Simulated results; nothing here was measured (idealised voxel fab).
process module | voxel released beams
cross-section cut | 280 nm wide | cells 5 nm
A cross-section is a grid of square cells, given in bands from the top down. A band is one or more rows of cells.
Each band's line starts with the height of the band's top and of its bottom, in nm. Then come its materials from left to right, each with its width in nm. One material with "throughout" fills the band from edge to edge. "air" is empty space.
Height 0 is the level under which the wafer as received is all one material. The lowest band goes on downwards, as in "0 down".
A width such as "30 to 40" changes by the same amount from each row of cells to the next, from the band's top row to its bottom row.
"no change" after a step means that no cell of the cross-section changed.
closed voids: empty space of 8 cells or more with no open way to the top, each as width x height at its distance from the left edge, in nm
after a step's settings: what the simulator itself notes on the step
overlay nm, on a step with a mask: how far to the right of its planned place the mask lay; to the left if negative
plan
1 op RECEIVE | material Si
2 op CONFORMAL_DEP | material Al2O3 | thk nm 10
3 op DIRECTIONAL_DEP | material SiO2 | thk nm 15
4 op MASKED_ETCH | tone open | mask id ANCHOR | width nm 25 | etch materials SiO2 | depth nm 15 | overlay nm 0
5 op CONFORMAL_DEP | material W | thk nm 5
6 op DIRECTIONAL_DEP | material aC | thk nm 15
7 op PATTERN | tone cover | mask id BEAM | material resist | width nm 105 | thk nm 35 | overlay nm 0
8 op DIRECTIONAL_ETCH | etch materials aC | depth nm 15
9 op STRIP | etch materials resist
10 op DIRECTIONAL_ETCH | etch materials W | depth nm 10
11 op STRIP | etch materials aC
12 op STRIP | etch materials SiO2
varied across the wafers: thk nm of step 5. The plan shows the first wafer's value. All wafers start alike
first wafer as received, after step 1
  0 down: Si throughout
  closed voids: none
each wafer at the end: cells of each material gained (+) or lost (-) since it was received, then its closed voids
thk nm 5 | +112 Al2O3 | +27 W | closed voids: none
thk nm 10 | +112 Al2O3 | +54 W | closed voids: none
thk nm 15 | +112 Al2O3 | +153 SiO2 | +113 W | closed voids: none
thk nm 20 | +112 Al2O3 | +153 SiO2 | +169 W | closed voids: none
thk nm 25 | +112 Al2O3 | +153 SiO2 | +225 W | closed voids: none
